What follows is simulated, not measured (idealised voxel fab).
Herein follows the process module entitled voxel capacitor over wiring.
For reference, the cross-section in this document is cut, with width 140 nm and square cells of 5 nm.
A cross-section is written here as square cells arranged in a grid, and it is given in bands from the top down, each band taking up one or more rows of cells.
Basically the band line says how high the top is and how high the bottom is, in nm, and then what's in it from left to right, every material with its width in nm. Empty space shows up as "empty", and if a single material carries "all across" it runs the full band edge to edge.
Basically, 0 is our baseline, since under it the wafer straight out of the box is all one material. The bottom band has no lower end and keeps on going down, so it looks like "0 -> down".
So if you see something like "30->40" for the width, read it as the top row of the band sitting at the first number and the bottom row at the second, with every row in between moving by the same amount as the last.
Step marked "same as before"? Then no cell in the cross-section changed in it.
In the "Closed internal voids" entry, you get each enclosed empty space of 8 cells or more, one with no open way to the top, written width x height at distance, distance from the left edge, in nm.
Post-settings text on a step line: simulator's own remark regarding the step.
Among the settings permitted on a step's line is "overlay nm"; applied to a step with a mask, it specifies the extent to which the mask lay to the right of its planned position, whereas a negative figure signifies a position to the left.
The steps planned for the process are as follows:
1. op RECEIVE | material Si
2. op CONFORMAL_DEP | material SiO2 | thk nm 10
3. op DIRECTIONAL_DEP | material TiN | thk nm 5
4. op DIRECTIONAL_DEP | material Ru | thk nm 25
5. op MASKED_ETCH | tone cover | mask id METAL_1 | width nm 25 | pitch nm 80 | etch materials Ru | depth nm 25 | overlay nm 0
6. op MASKED_ETCH | tone cover | mask id METAL_1 | width nm 25 | pitch nm 80 | etch materials TiN | depth nm 5 | overlay nm 0
7. op CONFORMAL_DEP | material SiN | thk nm 5
8. op FILL_DEP | material SiO2 | thk nm 5
9. op CMP | height nm 40
10. op CONFORMAL_DEP | material SiCN | thk nm 5
11. op DIRECTIONAL_DEP | material lowk | thk nm 15
12. op DIRECTIONAL_DEP | material aC | thk nm 10
13. op PATTERN | tone open | mask id PLUG_1 | material resist | width nm 15 | thk nm 25 | overlay nm 0
14. op DIRECTIONAL_ETCH | etch materials aC | depth nm 10
15. op STRIP | etch materials resist
16. op DIRECTIONAL_ETCH | etch materials lowk | depth nm 15
17. op DIRECTIONAL_ETCH | etch materials SiCN | depth nm 5
18. op STRIP | etch materials aC
19. op CONFORMAL_DEP | material TiN | thk nm 5
20. op FILL_DEP | material Ru | thk nm 5
21. op CMP | height nm 60
22. op DIRECTIONAL_DEP | material TiN | thk nm 5
23. op DIRECTIONAL_DEP | material Al2O3 | thk nm 5
24. op DIRECTIONAL_DEP | material TiN | thk nm 10
25. op MASKED_ETCH | tone cover | mask id UPPER_PLATE | width nm 60 | etch materials TiN | depth nm 10 | overlay nm 0
26. op MASKED_ETCH | tone cover | mask id UPPER_PLATE | width nm 60 | etch materials Al2O3 | depth nm 5 | overlay nm 0
27. op DIRECTIONAL_DEP | material aC | thk nm 10
28. op PATTERN | tone cover | mask id LOWER_PLATE | material resist | width nm 70 | thk nm 30 | overlay nm 0
29. op DIRECTIONAL_ETCH | etch materials aC | depth nm 10
30. op STRIP | etch materials resist
31. op DIRECTIONAL_ETCH | etch materials TiN | depth nm 5
32. op STRIP | etch materials aC
33. op FILL_DEP | material SiO2 | thk nm 20
34. op CMP | height nm 95
35. op PATTERN | tone open | mask id PLUG_2 | material resist | width nm 15 | thk nm 15 | overlay nm 0
36. op DIRECTIONAL_ETCH | etch materials SiO2 | depth nm 15
37. op STRIP | etch materials resist
38. op CONFORMAL_DEP | material TiN | thk nm 5
39. op FILL_DEP | material Ru | thk nm 5
40. op CMP | height nm 95
41. op CONFORMAL_DEP | material SiN | thk nm 5
Cross-section of the incoming wafer, state after step 1:
  0 -> down = Si all across
  Closed internal voids: none
End state of the module in cross-section, given the above starting point and plan and one mistake in execution:
  100 -> 95 = SiN all across
  95 -> 85 = SiO2=35; TiN=5; Ru=5; TiN=5; SiO2=90
  85 -> 80 = SiO2=35; TiN=15; SiO2=90
  80 -> 70 = SiO2=25; TiN=60; SiO2=55
  70 -> 65 = SiO2=25; Al2O3=60; SiO2=55
  65 -> 60 = SiO2=20; TiN=70; SiO2=50
  60 -> 45 = Ru=20; TiN=5; lowk=15; TiN=5; Ru=95
  45 -> 40 = TiN=25; SiCN=15; TiN=100
  40 -> 15 = SiO2=10; SiN=5; Ru=25; SiN=5; SiO2=45; SiN=5; Ru=25; SiN=5; SiO2=15
  15 -> 10 = SiN=15; TiN=25; SiN=55; TiN=25; SiN=20
  10 -> 0 = SiO2 all across
  0 -> down = Si all across
  Closed internal voids: none
Nonconformance to the process plan: step 13, actual vs plan mismatch, actual run op PATTERN | tone cover | mask id PLUG_1 | material resist | width nm 15 | thk nm 25 | overlay nm 0
